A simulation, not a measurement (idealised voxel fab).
process module | voxel wiring stack
cross-section cut | 225 nm wide | cells 5 nm
A cross-section is a grid of square cells, given in bands from the top down. A band is one or more rows of cells.
Each band's line starts with the height of the band's top and of its bottom, in nm. Then come its materials from left to right, each with its width in nm. One material with "throughout" fills the band from edge to edge. "air" is empty space.
Height 0 is the level under which the wafer as received is all one material. The lowest band goes on downwards, as in "0 down".
A width such as "30 to 40" changes by the same amount from each row of cells to the next, from the band's top row to its bottom row.
"no change" after a step means that no cell of the cross-section changed.
closed voids: empty space of 8 cells or more with no open way to the top, each as width x height at its distance from the left edge, in nm
after a step's settings: what the simulator itself notes on the step
overlay nm, on a step with a mask: how far to the right of its planned place the mask lay; to the left if negative
plan
1 op RECEIVE | material Si
2 op CONFORMAL_DEP | material SiO2 | thk nm 10
3 op DIRECTIONAL_DEP | material TiN | thk nm 5
4 op DIRECTIONAL_DEP | material Ru | thk nm 15
5 op PATTERN | tone cover | mask id METAL_1 | material resist | width nm 25 | pitch nm 45 | thk nm 20 | overlay nm 0
6 op DIRECTIONAL_ETCH | etch materials Ru | depth nm 15
7 op DIRECTIONAL_ETCH | etch materials TiN | depth nm 5
8 op STRIP | etch materials resist
9 op FILL_DEP | material lowk | thk nm 5
10 op CMP | height nm 30
11 op CONFORMAL_DEP | material SiCN | thk nm 5
12 op DIRECTIONAL_DEP | material lowk | thk nm 30
13 op MASKED_ETCH | tone open | mask id METAL_2_HOLES | width nm 15 | pitch nm 45 | etch materials lowk | depth nm 30 | overlay nm 0
14 op MASKED_ETCH | tone open | mask id METAL_2 | width nm 25 | pitch nm 45 | etch materials lowk | depth nm 20 | overlay nm 0
15 op MASKED_ETCH | tone open | mask id METAL_2 | width nm 25 | pitch nm 45 | etch materials SiCN | depth nm 5 | overlay nm 0
16 op CONFORMAL_DEP | material TiN | thk nm 5
17 op FILL_DEP | material Cu | thk nm 5
18 op CMP | height nm 65
19 op CONFORMAL_DEP | material SiN | thk nm 5
as received, after step 1
  0 down: Si throughout
  closed voids: none
first wafer at the end, as planned
  70 to 65: SiN throughout
  65 to 50: lowk 55 | TiN 5 | Cu 15 | TiN 5 | lowk 20 | TiN 5 | Cu 15 | TiN 5 | lowk 20 | TiN 5 | Cu 15 | TiN 5 | lowk 55
  50 to 45: lowk 55 | TiN 5 | Cu 5 | TiN 15 | lowk 20 | TiN 5 | Cu 5 | TiN 15 | lowk 20 | TiN 5 | Cu 5 | TiN 15 | lowk 55
  45 to 35: lowk 55 | TiN 5 | Cu 5 | TiN 5 | lowk 30 | TiN 5 | Cu 5 | TiN 5 | lowk 30 | TiN 5 | Cu 5 | TiN 5 | lowk 65
  35 to 30: SiCN 55 | TiN 15 | SiCN 30 | TiN 15 | SiCN 30 | TiN 15 | SiCN 65
  30 to 15: lowk 55 | Ru 25 | lowk 20 | Ru 25 | lowk 20 | Ru 25 | lowk 55
  15 to 10: lowk 55 | TiN 25 | lowk 20 | TiN 25 | lowk 20 | TiN 25 | lowk 55
  10 to 0: SiO2 throughout
  0 down: Si throughout
  closed voids: none
second wafer at the end: like start, like plan, one mistake
  70 to 65: SiN throughout
  65 to 50: lowk 55 | TiN 5 | Cu 15 | TiN 5 | lowk 20 | TiN 5 | Cu 15 | TiN 5 | lowk 20 | TiN 5 | Cu 15 | TiN 5 | lowk 55
  50 to 45: lowk 55 | TiN 5 | Cu 5 | TiN 15 | lowk 20 | TiN 5 | Cu 5 | TiN 15 | lowk 20 | TiN 5 | Cu 5 | TiN 15 | lowk 55
  45 to 35: lowk 55 | TiN 5 | Cu 5 | TiN 5 | lowk 30 | TiN 5 | Cu 5 | TiN 5 | lowk 30 | TiN 5 | Cu 5 | TiN 5 | lowk 65
  35 to 30: SiCN 55 | TiN 15 | SiCN 30 | TiN 15 | SiCN 30 | TiN 15 | SiCN 65
  30 to 15: Ru 55 | lowk 25 | Ru 20 | lowk 25 | Ru 20 | lowk 25 | Ru 55
  15 to 10: TiN 55 | lowk 25 | TiN 20 | lowk 25 | TiN 20 | lowk 25 | TiN 55
  10 to 0: SiO2 throughout
  0 down: Si throughout
  closed voids: none
what went wrong: step 5 ran as: op PATTERN | tone open | mask id METAL_1 | material resist | width nm 25 | pitch nm 45 | thk nm 20 | overlay nm 0
at the end the second wafer has, in cells: 45 more of Ru | 15 more of TiN | 60 fewer of lowk
